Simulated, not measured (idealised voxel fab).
Proc. module: voxel wiring stack
In the cross-section labelled cut, the width is 245 nm and each square cell is 5 nm.
For the purposes of this document, a cross-section shall be understood as a grid of square cells, specified as bands listed in top-to-bottom order, each band consisting of one or more rows of cells.
The entry gives the band's vertical extent as a top height and a bottom height in nm, then its horizontal make-up as materials from left to right, each with a width in nm. "blank" stands for empty space; a single material marked "all across" fills the band edge to edge.
Height is counted from the level 0, under which the received wafer is composed throughout of one material. The lowest of the bands is not closed at the bottom but continues downward, in the notation "0 nm and below".
Think of "30->40" as a width that walks from the first number to the second as you go down the band, top row to bottom row, taking equal-sized steps from row to row.
When a step is marked "no alteration", none of the cells in the cross-section changed during that step.
"Closed internal cavities" means: voids of 8 cells or more that are shut off from the top with no open way through. Written width x height at distance, distance from the left edge, in nm.
Text after the settings on a step's line: the simulator's own remark on that step.
"overlay nm", when on a step's line for a step with a mask, measures how far to the right of its planned place the mask lay; a negative measure means to the left.
Planned process steps
1) RECEIVE | material Si
2) CONFORMAL_DEP | material SiO2 | thk nm 10
3) DIRECTIONAL_DEP | material TiN | thk nm 5
4) DIRECTIONAL_DEP | material Ru | thk nm 20
5) PATTERN | tone cover | mask id METAL_1 | material resist | width nm 20 | pitch nm 35 | thk nm 15 | overlay nm 0
6) DIRECTIONAL_ETCH | etch materials Ru | depth nm 20
7) DIRECTIONAL_ETCH | etch materials TiN | depth nm 5
8) STRIP | etch materials resist
9) CONFORMAL_DEP | material SiN | thk nm 5
10) FILL_DEP | material SiO2 | thk nm 5
11) CMP | height nm 35
12) CONFORMAL_DEP | material SiCN | thk nm 5
13) DIRECTIONAL_DEP | material SiO2 | thk nm 20
14) DIRECTIONAL_DEP | material aC | thk nm 15
15) PATTERN | tone open | mask id PLUG_1 | material resist | width nm 15 | pitch nm 70 | thk nm 30 | overlay nm 0
16) DIRECTIONAL_ETCH | etch materials aC | depth nm 15
17) STRIP | etch materials resist
18) DIRECTIONAL_ETCH | etch materials SiO2 | depth nm 20
19) DIRECTIONAL_ETCH | etch materials SiCN | depth nm 5
20) STRIP | etch materials aC
21) EPI | material Ru | thk nm 10
22) EPI | material Ru | thk nm 10
23) EPI | material Ru | thk nm 5
24) DIRECTIONAL_DEP | material TiN | thk nm 5
25) DIRECTIONAL_DEP | material Ru | thk nm 20
26) MASKED_ETCH | tone cover | mask id METAL_2 | width nm 20 | pitch nm 35 | etch materials Ru | depth nm 20 | overlay nm 0
27) MASKED_ETCH | tone cover | mask id METAL_2 | width nm 20 | pitch nm 35 | etch materials TiN | depth nm 5 | overlay nm 0
28) FILL_DEP | material SiO2 | thk nm 10
29) CMP | height nm 85
30) CONFORMAL_DEP | material SiCN | thk nm 5
31) DIRECTIONAL_DEP | material SiO2 | thk nm 15
32) MASKED_ETCH | tone open | mask id PLUG_2 | width nm 15 | pitch nm 35 | etch materials SiO2 | depth nm 15 | overlay nm 0
33) MASKED_ETCH | tone open | mask id PLUG_2 | width nm 15 | pitch nm 35 | etch materials SiCN | depth nm 5 | overlay nm 0
34) CONFORMAL_DEP | material TiN | thk nm 5
35) FILL_DEP | material W | thk nm 5
36) CMP | height nm 105
37) DIRECTIONAL_DEP | material TiN | thk nm 5
38) DIRECTIONAL_DEP | material W | thk nm 25
39) PATTERN | tone cover | mask id METAL_3 | material resist | width nm 20 | pitch nm 35 | thk nm 20 | overlay nm 0
40) DIRECTIONAL_ETCH | etch materials W | depth nm 25
41) DIRECTIONAL_ETCH | etch materials TiN | depth nm 5
42) STRIP | etch materials resist
43) FILL_DEP | material SiO2 | thk nm 5
44) CMP | height nm 135
45) CONFORMAL_DEP | material SiN | thk nm 5
Cross-section of the incoming wafer, state after step 1
	0 nm and below  Si all across
	Closed internal cavities: none
Starting structure and process plan are as shown above, but one mistake was made in running the module; the wafer cross-section at the end of the module follows
	140 nm to 135 nm  SiN all across
	135 nm to 110 nm  60 nm W, then 20 nm SiO2, then 15 nm W, then 20 nm SiO2, then 15 nm W, then 20 nm SiO2, then 15 nm W, then 20 nm SiO2, then 60 nm W
	110 nm to 105 nm  60 nm TiN, then 20 nm SiO2, then 15 nm TiN, then 20 nm SiO2, then 15 nm TiN, then 20 nm SiO2, then 15 nm TiN, then 20 nm SiO2, then 60 nm TiN
	105 nm to 90 nm  60 nm SiO2, then 5 nm TiN, then 5 nm W, then 5 nm TiN, then 20 nm SiO2, then 5 nm TiN, then 5 nm W, then 5 nm TiN, then 20 nm SiO2, then 5 nm TiN, then 5 nm W, then 5 nm TiN, then 20 nm SiO2, then 5 nm TiN, then 5 nm W, then 5 nm TiN, then 65 nm SiO2
	90 nm to 85 nm  60 nm SiCN, then 15 nm TiN, then 20 nm SiCN, then 15 nm TiN, then 20 nm SiCN, then 15 nm TiN, then 20 nm SiCN, then 15 nm TiN, then 65 nm SiCN
	85 nm to 65 nm  60 nm SiO2, then 20 nm Ru, then 15 nm SiO2, then 20 nm Ru, then 15 nm SiO2, then 20 nm Ru, then 15 nm SiO2, then 20 nm Ru, then 60 nm SiO2
	65 nm to 60 nm  60 nm SiO2, then 20 nm TiN, then 15 nm SiO2, then 20 nm TiN, then 15 nm SiO2, then 20 nm TiN, then 15 nm SiO2, then 20 nm TiN, then 60 nm SiO2
	60 nm to 40 nm  60 nm SiO2, then 15 nm Ru, then 55 nm SiO2, then 15 nm Ru, then 100 nm SiO2
	40 nm to 35 nm  60 nm SiCN, then 15 nm Ru, then 55 nm SiCN, then 15 nm Ru, then 100 nm SiCN
	35 nm to 15 nm  55 nm SiO2, then 5 nm SiN, then 20 nm Ru, then 5 nm SiN, then 5 nm SiO2, then 5 nm SiN, then 20 nm Ru, then 5 nm SiN, then 5 nm SiO2, then 5 nm SiN, then 20 nm Ru, then 5 nm SiN, then 5 nm SiO2, then 5 nm SiN, then 20 nm Ru, then 5 nm SiN, then 55 nm SiO2
	15 nm to 10 nm  60 nm SiN, then 20 nm TiN, then 15 nm SiN, then 20 nm TiN, then 15 nm SiN, then 20 nm TiN, then 15 nm SiN, then 20 nm TiN, then 60 nm SiN
	10 nm to 0 nm  SiO2 all across
	0 nm and below  Si all across
	Closed internal cavities: none
Want to know what went wrong? so step 39 ended up running with a different setting than we planned, it ran as PATTERN | tone open | mask id METAL_3 | material resist | width nm 20 | pitch nm 35 | thk nm 20 | overlay nm 0
